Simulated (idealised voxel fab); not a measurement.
Documented hereafter: the process module known as voxel quadruple lines.
The figure presents cross-section cut, which has a width of 290 nm and is divided into square cells with an edge length of 5 nm.
Just so we're on the same page, the cross-sections are grids of square cells, and they're listed out in bands top to bottom, each band one or more rows deep.
This entry defines a band. It first specifies the height of the band's top and the height of its bottom in nm, and then specifies the band's materials from left to right, stating each material with its width in nm. The word "edge to edge" identifies a single material that fills the band from edge to edge, while the word "blank" identifies empty space.
We count height from 0. Below that, the starting wafer is all one material. The lowest band never ends at the bottom but goes on down; see "0 -> down" for how that is written.
The expression "30 to 40" gives the width at the extremes of the band, the first number at its top row of cells and the second at its bottom row, with the width changing by equal amounts from each row to the next in between.
The cross-section has no changed cell in any step marked "no change".
You'll see "Sealed-off cavities" listing empty spaces that have no way open to the top, as long as they're 8 cells or more; the notation is width x height at distance, where the distance is from the left edge, and all of it is in nm.
Anything after a step's settings on that line? It's the simulator's own note about the step.
Among the settings permitted on a step's line is "overlay nm"; applied to a step with a mask, it specifies the extent to which the mask lay to the right of its planned position, whereas a negative figure signifies a position to the left.

[The following list gives the planned process steps]
1) RECEIVE, material Si
2) CONFORMAL_DEP, material Al2O3, thk nm 5
3) DIRECTIONAL_DEP, material W, thk nm 10
4) DIRECTIONAL_DEP, material polySi, thk nm 15
5) DIRECTIONAL_DEP, material aC, thk nm 20
6) PATTERN, tone cover, mask id MANDREL, material resist, width nm 35, pitch nm 100, thk nm 30, overlay nm 0
7) DIRECTIONAL_ETCH, etch materials aC, depth nm 20
8) STRIP, etch materials resist
9) CONFORMAL_DEP, material SiO2, thk nm 15
10) DIRECTIONAL_ETCH, etch materials SiO2, depth nm 15
11) STRIP, etch materials aC
12) DIRECTIONAL_ETCH, etch materials polySi, depth nm 15
13) STRIP, etch materials SiO2
14) CONFORMAL_DEP, material SiCN, thk nm 10
15) DIRECTIONAL_ETCH, etch materials SiCN, depth nm 10
16) STRIP, etch materials polySi
17) DIRECTIONAL_ETCH, etch materials W, depth nm 10
18) STRIP, etch materials SiCN
19) FILL_DEP, material SiO2, thk nm 5
20) CMP, height nm 15

[The first of a set of two wafers, run to plan]

[Incoming wafer, cross-sectional view, post step 1]
0 -> down = Si edge to edge
Sealed-off cavities: none

[So this is the wafer cross-section right after step 2]
5 -> 0 = Al2O3 edge to edge
Anything lower than 0 is untouched.

[So this is the wafer cross-section right after step 3]
15 -> 5 = W edge to edge
Anything lower than 5 is untouched.

[So this is the wafer cross-section right after step 4]
30 -> 15 = polySi edge to edge
Anything lower than 15 is untouched.

[So this is the wafer cross-section right after step 5]
50 -> 30 = aC edge to edge
Anything lower than 30 is untouched.

[So this is the wafer cross-section right after step 6]
80 -> 50 = blank=75 | resist=35 | blank=65 | resist=35 | blank=80
Anything lower than 50 is untouched.

[So this is the wafer cross-section right after step 7]
60 -> 50 = blank=75 | resist=35 | blank=65 | resist=35 | blank=80
50 -> 30 = blank=75 | aC=35 | blank=65 | aC=35 | blank=80
Anything lower than 30 is untouched.

[So this is the wafer cross-section right after step 8]
50 -> 30 = blank=75 | aC=35 | blank=65 | aC=35 | blank=80
Anything lower than 30 is untouched.

[So this is the wafer cross-section right after step 9]
65 -> 50 = blank=60 | SiO2=65 | blank=35 | SiO2=65 | blank=65
50 -> 45 = blank=60 | SiO2=15 | aC=35 | SiO2=15 | blank=35 | SiO2=15 | aC=35 | SiO2=15 | blank=65
45 -> 30 = SiO2=75 | aC=35 | SiO2=65 | aC=35 | SiO2=80
Anything lower than 30 is untouched.

[So this is the wafer cross-section right after step 10]
50 -> 30 = blank=60 | SiO2=15 | aC=35 | SiO2=15 | blank=35 | SiO2=15 | aC=35 | SiO2=15 | blank=65
Anything lower than 30 is untouched.

[So this is the wafer cross-section right after step 11]
50 -> 30 = blank=60 | SiO2=15 | blank=35 | SiO2=15 | blank=35 | SiO2=15 | blank=35 | SiO2=15 | blank=65
Anything lower than 30 is untouched.

[So this is the wafer cross-section right after step 12]
50 -> 30 = blank=60 | SiO2=15 | blank=35 | SiO2=15 | blank=35 | SiO2=15 | blank=35 | SiO2=15 | blank=65
30 -> 15 = blank=60 | polySi=15 | blank=35 | polySi=15 | blank=35 | polySi=15 | blank=35 | polySi=15 | blank=65
Anything lower than 15 is untouched.

[So this is the wafer cross-section right after step 13]
30 -> 15 = blank=60 | polySi=15 | blank=35 | polySi=15 | blank=35 | polySi=15 | blank=35 | polySi=15 | blank=65
Anything lower than 15 is untouched.

[So this is the wafer cross-section right after step 14]
40 -> 30 = blank=50 | SiCN=35 | blank=15 | SiCN=35 | blank=15 | SiCN=35 | blank=15 | SiCN=35 | blank=55
30 -> 25 = blank=50 | SiCN=10 | polySi=15 | SiCN=10 | blank=15 | SiCN=10 | polySi=15 | SiCN=10 | blank=15 | SiCN=10 | polySi=15 | SiCN=10 | blank=15 | SiCN=10 | polySi=15 | SiCN=10 | blank=55
25 -> 15 = SiCN=60 | polySi=15 | SiCN=35 | polySi=15 | SiCN=35 | polySi=15 | SiCN=35 | polySi=15 | SiCN=65
Anything lower than 15 is untouched.

[So this is the wafer cross-section right after step 15]
30 -> 15 = blank=50 | SiCN=10 | polySi=15 | SiCN=10 | blank=15 | SiCN=10 | polySi=15 | SiCN=10 | blank=15 | SiCN=10 | polySi=15 | SiCN=10 | blank=15 | SiCN=10 | polySi=15 | SiCN=10 | blank=55
Anything lower than 15 is untouched.

[So this is the wafer cross-section right after step 16]
30 -> 15 = blank=50 | SiCN=10 | blank=15 | SiCN=10 | blank=15 | SiCN=10 | blank=15 | SiCN=10 | blank=15 | SiCN=10 | blank=15 | SiCN=10 | blank=15 | SiCN=10 | blank=15 | SiCN=10 | blank=55
Anything lower than 15 is untouched.

[So this is the wafer cross-section right after step 17]
30 -> 15 = blank=50 | SiCN=10 | blank=15 | SiCN=10 | blank=15 | SiCN=10 | blank=15 | SiCN=10 | blank=15 | SiCN=10 | blank=15 | SiCN=10 | blank=15 | SiCN=10 | blank=15 | SiCN=10 | blank=55
15 -> 5 = blank=50 | W=10 | blank=15 | W=10 | blank=15 | W=10 | blank=15 | W=10 | blank=15 | W=10 | blank=15 | W=10 | blank=15 | W=10 | blank=15 | W=10 | blank=55
Anything lower than 5 is untouched.

[So this is the wafer cross-section right after step 18]
15 -> 5 = blank=50 | W=10 | blank=15 | W=10 | blank=15 | W=10 | blank=15 | W=10 | blank=15 | W=10 | blank=15 | W=10 | blank=15 | W=10 | blank=15 | W=10 | blank=55
Anything lower than 5 is untouched.

[So this is the wafer cross-section right after step 19]
20 -> 15 = SiO2 edge to edge
15 -> 5 = SiO2=50 | W=10 | SiO2=15 | W=10 | SiO2=15 | W=10 | SiO2=15 | W=10 | SiO2=15 | W=10 | SiO2=15 | W=10 | SiO2=15 | W=10 | SiO2=15 | W=10 | SiO2=55
Anything lower than 5 is untouched.

[So this is the wafer cross-section right after step 20]
15 -> 5 = SiO2=50 | W=10 | SiO2=15 | W=10 | SiO2=15 | W=10 | SiO2=15 | W=10 | SiO2=15 | W=10 | SiO2=15 | W=10 | SiO2=15 | W=10 | SiO2=15 | W=10 | SiO2=55
Anything lower than 5 is untouched.

[Wafer two: like wafer one in start and plan, but with one mistake in execution; identical up to and including step 1]

[Planned end of step 2: second wafer, cross-section]
10 -> 0 = W edge to edge
Anything lower than 0 is untouched.

[Planned end of step 3: second wafer, cross-section]
15 -> 10 = Al2O3 edge to edge
Anything lower than 10 is untouched.

[Planned end of step 4: second wafer, cross-section]
30 -> 15 = polySi edge to edge
Anything lower than 15 is untouched.

[Planned end of step 5: second wafer, cross-section]
50 -> 30 = aC edge to edge
Anything lower than 30 is untouched.

[Planned end of step 6: second wafer, cross-section]
80 -> 50 = blank=75 | resist=35 | blank=65 | resist=35 | blank=80
Anything lower than 50 is untouched.

[Planned end of step 7: second wafer, cross-section]
60 -> 50 = blank=75 | resist=35 | blank=65 | resist=35 | blank=80
50 -> 30 = blank=75 | aC=35 | blank=65 | aC=35 | blank=80
Anything lower than 30 is untouched.

[Planned end of step 8: second wafer, cross-section]
50 -> 30 = blank=75 | aC=35 | blank=65 | aC=35 | blank=80
Anything lower than 30 is untouched.

[Planned end of step 9: second wafer, cross-section]
65 -> 50 = blank=60 | SiO2=65 | blank=35 | SiO2=65 | blank=65
50 -> 45 = blank=60 | SiO2=15 | aC=35 | SiO2=15 | blank=35 | SiO2=15 | aC=35 | SiO2=15 | blank=65
45 -> 30 = SiO2=75 | aC=35 | SiO2=65 | aC=35 | SiO2=80
Anything lower than 30 is untouched.

[Planned end of step 10: second wafer, cross-section]
50 -> 30 = blank=60 | SiO2=15 | aC=35 | SiO2=15 | blank=35 | SiO2=15 | aC=35 | SiO2=15 | blank=65
Anything lower than 30 is untouched.

[Planned end of step 11: second wafer, cross-section]
50 -> 30 = blank=60 | SiO2=15 | blank=35 | SiO2=15 | blank=35 | SiO2=15 | blank=35 | SiO2=15 | blank=65
Anything lower than 30 is untouched.

[Planned end of step 12: second wafer, cross-section]
50 -> 30 = blank=60 | SiO2=15 | blank=35 | SiO2=15 | blank=35 | SiO2=15 | blank=35 | SiO2=15 | blank=65
30 -> 15 = blank=60 | polySi=15 | blank=35 | polySi=15 | blank=35 | polySi=15 | blank=35 | polySi=15 | blank=65
Anything lower than 15 is untouched.

[Planned end of step 13: second wafer, cross-section]
30 -> 15 = blank=60 | polySi=15 | blank=35 | polySi=15 | blank=35 | polySi=15 | blank=35 | polySi=15 | blank=65
Anything lower than 15 is untouched.

[Planned end of step 14: second wafer, cross-section]
40 -> 30 = blank=50 | SiCN=35 | blank=15 | SiCN=35 | blank=15 | SiCN=35 | blank=15 | SiCN=35 | blank=55
30 -> 25 = blank=50 | SiCN=10 | polySi=15 | SiCN=10 | blank=15 | SiCN=10 | polySi=15 | SiCN=10 | blank=15 | SiCN=10 | polySi=15 | SiCN=10 | blank=15 | SiCN=10 | polySi=15 | SiCN=10 | blank=55
25 -> 15 = SiCN=60 | polySi=15 | SiCN=35 | polySi=15 | SiCN=35 | polySi=15 | SiCN=35 | polySi=15 | SiCN=65
Anything lower than 15 is untouched.

[Planned end of step 15: second wafer, cross-section]
30 -> 15 = blank=50 | SiCN=10 | polySi=15 | SiCN=10 | blank=15 | SiCN=10 | polySi=15 | SiCN=10 | blank=15 | SiCN=10 | polySi=15 | SiCN=10 | blank=15 | SiCN=10 | polySi=15 | SiCN=10 | blank=55
Anything lower than 15 is untouched.

[Planned end of step 16: second wafer, cross-section]
30 -> 15 = blank=50 | SiCN=10 | blank=15 | SiCN=10 | blank=15 | SiCN=10 | blank=15 | SiCN=10 | blank=15 | SiCN=10 | blank=15 | SiCN=10 | blank=15 | SiCN=10 | blank=15 | SiCN=10 | blank=55
Anything lower than 15 is untouched.

Planned end of step 17: second wafer, cross-section: no change

[Planned end of step 18: second wafer, cross-section]
15 -> 10 = Al2O3 edge to edge
Anything lower than 10 is untouched.

[Planned end of step 19: second wafer, cross-section]
20 -> 15 = SiO2 edge to edge
Anything lower than 15 is untouched.

[Planned end of step 20: second wafer, cross-section]
15 -> 10 = Al2O3 edge to edge
Anything lower than 10 is untouched.
Deviation noted in wafer processing: steps 2 and 3 got flipped, so each one ran where the other should have
Counted in cells at the end, the second wafer holds more or fewer of these materials than the first: SiO2: 84 fewer | W: 84 more
